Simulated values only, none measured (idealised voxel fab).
Herein follows the process module entitled voxel ribs on slabs.
The width of the displayed cross-section, cut, is 170 nm; its cells are square, with a size of 5 nm.
In what follows, cross-sections appear as grids of square cells, described through bands that run from the top down, where every band is one or more rows of cells. Quick guide to a band line: top height, bottom height (nm) up front; then every material left to right with its width in nm. Only one material and it's marked "everywhere"? Then it fills the band edge to edge. And "blank" just means empty space. We count height from 0. Below that, the starting wafer is all one material. The lowest band never ends at the bottom but goes on down; see "0 and below" for how that is written. So if you see something like "30->40" for the width, read it as the top row of the band sitting at the first number and the bottom row at the second, with every row in between moving by the same amount as the last. The cross-section has no changed cell in any step marked "nothing altered". Closed-off voids of 8+ cells (no open route to the top) go in "Entrapped voids", written width x height at distance from the left edge, in nm. If you see something after the settings on a step's line, that's the simulator's own remark about that step. Among the settings permitted on a step's line is "overlay nm"; applied to a step with a mask, it specifies the extent to which the mask lay to the right of its planned position, whereas a negative figure signifies a position to the left.

THIS SECTION LISTS THE PROCESS STEPS THAT WERE PLANNED
1) RECEIVE with material Si
2) DIRECTIONAL_DEP with material SiO2, thk nm 20
3) DIRECTIONAL_DEP with material polySi, thk nm 15
4) MASKED_ETCH with tone cover, mask id RIB, width nm 30, etch materials polySi, depth nm 10, overlay nm 0
5) DIRECTIONAL_DEP with material aC, thk nm 15
6) PATTERN with tone cover, mask id SLAB, material resist, width nm 70, thk nm 35, overlay nm 0
7) DIRECTIONAL_ETCH with etch materials aC, depth nm 15
8) STRIP with etch materials resist
9) DIRECTIONAL_ETCH with etch materials polySi, depth nm 5
10) STRIP with etch materials aC
11) FILL_DEP with material SiO2, thk nm 15
12) CMP with height nm 45
13) DIRECTIONAL_DEP with material W, thk nm 10
14) DIRECTIONAL_DEP with material aC, thk nm 10
15) PATTERN with tone cover, mask id HEATER, material resist, width nm 40, thk nm 25, overlay nm 0
16) DIRECTIONAL_ETCH with etch materials aC, depth nm 10
17) STRIP with etch materials resist
18) DIRECTIONAL_ETCH with etch materials W, depth nm 10
19) STRIP with etch materials aC
20) CONFORMAL_DEP with material SiN, thk nm 10

BELOW: THE FIRST OF TWO WAFERS, RUN AS PLANNED

INCOMING WAFER, CROSS-SECTIONAL VIEW, POST STEP 1
	0 and below: Si everywhere
	Entrapped voids: none

CROSS-SECTIONAL REPRESENTATION OF THE WAFER AT THE CONCLUSION OF STEP 2
	20 down to 0: SiO2 everywhere
	Lower than 0, everything is as it was.

CROSS-SECTIONAL REPRESENTATION OF THE WAFER AT THE CONCLUSION OF STEP 3
	35 down to 20: polySi everywhere
	Lower than 20, everything is as it was.

CROSS-SECTIONAL REPRESENTATION OF THE WAFER AT THE CONCLUSION OF STEP 4
	35 down to 25: 70 of blank, then 30 of polySi, then 70 of blank
	Lower than 25, everything is as it was.

CROSS-SECTIONAL REPRESENTATION OF THE WAFER AT THE CONCLUSION OF STEP 5
	50 down to 40: 70 of blank, then 30 of aC, then 70 of blank
	40 down to 35: aC everywhere
	35 down to 25: 70 of aC, then 30 of polySi, then 70 of aC
	Lower than 25, everything is as it was.

CROSS-SECTIONAL REPRESENTATION OF THE WAFER AT THE CONCLUSION OF STEP 6
	85 down to 50: 50 of blank, then 70 of resist, then 50 of blank
	50 down to 40: 50 of blank, then 20 of resist, then 30 of aC, then 20 of resist, then 50 of blank
	Lower than 40, everything is as it was.

CROSS-SECTIONAL REPRESENTATION OF THE WAFER AT THE CONCLUSION OF STEP 7
	70 down to 50: 50 of blank, then 70 of resist, then 50 of blank
	50 down to 40: 50 of blank, then 20 of resist, then 30 of aC, then 20 of resist, then 50 of blank
	40 down to 35: 50 of blank, then 70 of aC, then 50 of blank
	35 down to 25: 50 of blank, then 20 of aC, then 30 of polySi, then 20 of aC, then 50 of blank
	Lower than 25, everything is as it was.

CROSS-SECTIONAL REPRESENTATION OF THE WAFER AT THE CONCLUSION OF STEP 8
	50 down to 40: 70 of blank, then 30 of aC, then 70 of blank
	Lower than 40, everything is as it was.

CROSS-SECTIONAL REPRESENTATION OF THE WAFER AT THE CONCLUSION OF STEP 9
	50 down to 40: 70 of blank, then 30 of aC, then 70 of blank
	40 down to 35: 50 of blank, then 70 of aC, then 50 of blank
	35 down to 25: 50 of blank, then 20 of aC, then 30 of polySi, then 20 of aC, then 50 of blank
	25 down to 20: 50 of blank, then 70 of polySi, then 50 of blank
	Lower than 20, everything is as it was.

CROSS-SECTIONAL REPRESENTATION OF THE WAFER AT THE CONCLUSION OF STEP 10
	35 down to 25: 70 of blank, then 30 of polySi, then 70 of blank
	Lower than 25, everything is as it was.

CROSS-SECTIONAL REPRESENTATION OF THE WAFER AT THE CONCLUSION OF STEP 11
	50 down to 35: SiO2 everywhere
	35 down to 25: 70 of SiO2, then 30 of polySi, then 70 of SiO2
	25 down to 20: 50 of SiO2, then 70 of polySi, then 50 of SiO2
	Lower than 20, everything is as it was.

CROSS-SECTIONAL REPRESENTATION OF THE WAFER AT THE CONCLUSION OF STEP 12
	45 down to 35: SiO2 everywhere
	Lower than 35, everything is as it was.

CROSS-SECTIONAL REPRESENTATION OF THE WAFER AT THE CONCLUSION OF STEP 13
	55 down to 45: W everywhere
	Lower than 45, everything is as it was.

CROSS-SECTIONAL REPRESENTATION OF THE WAFER AT THE CONCLUSION OF STEP 14
	65 down to 55: aC everywhere
	Lower than 55, everything is as it was.

CROSS-SECTIONAL REPRESENTATION OF THE WAFER AT THE CONCLUSION OF STEP 15
	90 down to 65: 65 of blank, then 40 of resist, then 65 of blank
	Lower than 65, everything is as it was.

CROSS-SECTIONAL REPRESENTATION OF THE WAFER AT THE CONCLUSION OF STEP 16
	80 down to 65: 65 of blank, then 40 of resist, then 65 of blank
	65 down to 55: 65 of blank, then 40 of aC, then 65 of blank
	Lower than 55, everything is as it was.

CROSS-SECTIONAL REPRESENTATION OF THE WAFER AT THE CONCLUSION OF STEP 17
	65 down to 55: 65 of blank, then 40 of aC, then 65 of blank
	Lower than 55, everything is as it was.

CROSS-SECTIONAL REPRESENTATION OF THE WAFER AT THE CONCLUSION OF STEP 18
	65 down to 55: 65 of blank, then 40 of aC, then 65 of blank
	55 down to 45: 65 of blank, then 40 of W, then 65 of blank
	Lower than 45, everything is as it was.

CROSS-SECTIONAL REPRESENTATION OF THE WAFER AT THE CONCLUSION OF STEP 19
	55 down to 45: 65 of blank, then 40 of W, then 65 of blank
	Lower than 45, everything is as it was.

CROSS-SECTIONAL REPRESENTATION OF THE WAFER AT THE CONCLUSION OF STEP 20
	65 down to 55: 55 of blank, then 60 of SiN, then 55 of blank
	55 down to 45: 65 of SiN, then 40 of W, then 65 of SiN
	Lower than 45, everything is as it was.

WAFER TWO: LIKE WAFER ONE IN START AND PLAN, BUT WITH ONE MISTAKE IN EXECUTION; IDENTICAL UP TO AND INCLUDING STEP 2

CROSS-SECTION OF THE SECOND WAFER WHEN, ACCORDING TO PLAN, STEP 3 SHOULD HAVE FINISHED
	50 down to 20: polySi everywhere
	Lower than 20, everything is as it was.

CROSS-SECTION OF THE SECOND WAFER WHEN, ACCORDING TO PLAN, STEP 4 SHOULD HAVE FINISHED
	50 down to 40: 70 of blank, then 30 of polySi, then 70 of blank
	Lower than 40, everything is as it was.

CROSS-SECTION OF THE SECOND WAFER WHEN, ACCORDING TO PLAN, STEP 5 SHOULD HAVE FINISHED
	65 down to 55: 70 of blank, then 30 of aC, then 70 of blank
	55 down to 50: aC everywhere
	50 down to 40: 70 of aC, then 30 of polySi, then 70 of aC
	Lower than 40, everything is as it was.

CROSS-SECTION OF THE SECOND WAFER WHEN, ACCORDING TO PLAN, STEP 6 SHOULD HAVE FINISHED
	100 down to 65: 50 of blank, then 70 of resist, then 50 of blank
	65 down to 55: 50 of blank, then 20 of resist, then 30 of aC, then 20 of resist, then 50 of blank
	Lower than 55, everything is as it was.

CROSS-SECTION OF THE SECOND WAFER WHEN, ACCORDING TO PLAN, STEP 7 SHOULD HAVE FINISHED
	85 down to 65: 50 of blank, then 70 of resist, then 50 of blank
	65 down to 55: 50 of blank, then 20 of resist, then 30 of aC, then 20 of resist, then 50 of blank
	55 down to 50: 50 of blank, then 70 of aC, then 50 of blank
	50 down to 40: 50 of blank, then 20 of aC, then 30 of polySi, then 20 of aC, then 50 of blank
	Lower than 40, everything is as it was.

CROSS-SECTION OF THE SECOND WAFER WHEN, ACCORDING TO PLAN, STEP 8 SHOULD HAVE FINISHED
	65 down to 55: 70 of blank, then 30 of aC, then 70 of blank
	Lower than 55, everything is as it was.

CROSS-SECTION OF THE SECOND WAFER WHEN, ACCORDING TO PLAN, STEP 9 SHOULD HAVE FINISHED
	65 down to 55: 70 of blank, then 30 of aC, then 70 of blank
	55 down to 50: 50 of blank, then 70 of aC, then 50 of blank
	50 down to 40: 50 of blank, then 20 of aC, then 30 of polySi, then 20 of aC, then 50 of blank
	40 down to 35: 50 of blank, then 70 of polySi, then 50 of blank
	Lower than 35, everything is as it was.

CROSS-SECTION OF THE SECOND WAFER WHEN, ACCORDING TO PLAN, STEP 10 SHOULD HAVE FINISHED
	50 down to 40: 70 of blank, then 30 of polySi, then 70 of blank
	Lower than 40, everything is as it was.

CROSS-SECTION OF THE SECOND WAFER WHEN, ACCORDING TO PLAN, STEP 11 SHOULD HAVE FINISHED
	65 down to 50: SiO2 everywhere
	50 down to 40: 70 of SiO2, then 30 of polySi, then 70 of SiO2
	40 down to 35: 50 of SiO2, then 70 of polySi, then 50 of SiO2
	Lower than 35, everything is as it was.

CROSS-SECTION OF THE SECOND WAFER WHEN, ACCORDING TO PLAN, STEP 12 SHOULD HAVE FINISHED
	45 down to 35: 70->50 of SiO2, then 30->70 of polySi, then 70->50 of SiO2
	Lower than 35, everything is as it was.

CROSS-SECTION OF THE SECOND WAFER WHEN, ACCORDING TO PLAN, STEP 13 SHOULD HAVE FINISHED
	55 down to 45: W everywhere
	Lower than 45, everything is as it was.

CROSS-SECTION OF THE SECOND WAFER WHEN, ACCORDING TO PLAN, STEP 14 SHOULD HAVE FINISHED
	65 down to 55: aC everywhere
	Lower than 55, everything is as it was.

CROSS-SECTION OF THE SECOND WAFER WHEN, ACCORDING TO PLAN, STEP 15 SHOULD HAVE FINISHED
	90 down to 65: 65 of blank, then 40 of resist, then 65 of blank
	Lower than 65, everything is as it was.

CROSS-SECTION OF THE SECOND WAFER WHEN, ACCORDING TO PLAN, STEP 16 SHOULD HAVE FINISHED
	80 down to 65: 65 of blank, then 40 of resist, then 65 of blank
	65 down to 55: 65 of blank, then 40 of aC, then 65 of blank
	Lower than 55, everything is as it was.

CROSS-SECTION OF THE SECOND WAFER WHEN, ACCORDING TO PLAN, STEP 17 SHOULD HAVE FINISHED
	65 down to 55: 65 of blank, then 40 of aC, then 65 of blank
	Lower than 55, everything is as it was.

CROSS-SECTION OF THE SECOND WAFER WHEN, ACCORDING TO PLAN, STEP 18 SHOULD HAVE FINISHED
	65 down to 55: 65 of blank, then 40 of aC, then 65 of blank
	55 down to 45: 65 of blank, then 40 of W, then 65 of blank
	Lower than 45, everything is as it was.

CROSS-SECTION OF THE SECOND WAFER WHEN, ACCORDING TO PLAN, STEP 19 SHOULD HAVE FINISHED
	55 down to 45: 65 of blank, then 40 of W, then 65 of blank
	Lower than 45, everything is as it was.

CROSS-SECTION OF THE SECOND WAFER WHEN, ACCORDING TO PLAN, STEP 20 SHOULD HAVE FINISHED
	65 down to 55: 55 of blank, then 60 of SiN, then 55 of blank
	55 down to 45: 65 of SiN, then 40 of W, then 65 of SiN
	Lower than 45, everything is as it was.
Misprocessing identified: step 3 was run twice
In the final state, the cell counts of the second wafer exceed or fall short of those of the first for the following materials: 96 fewer of SiO2; 96 more of polySi
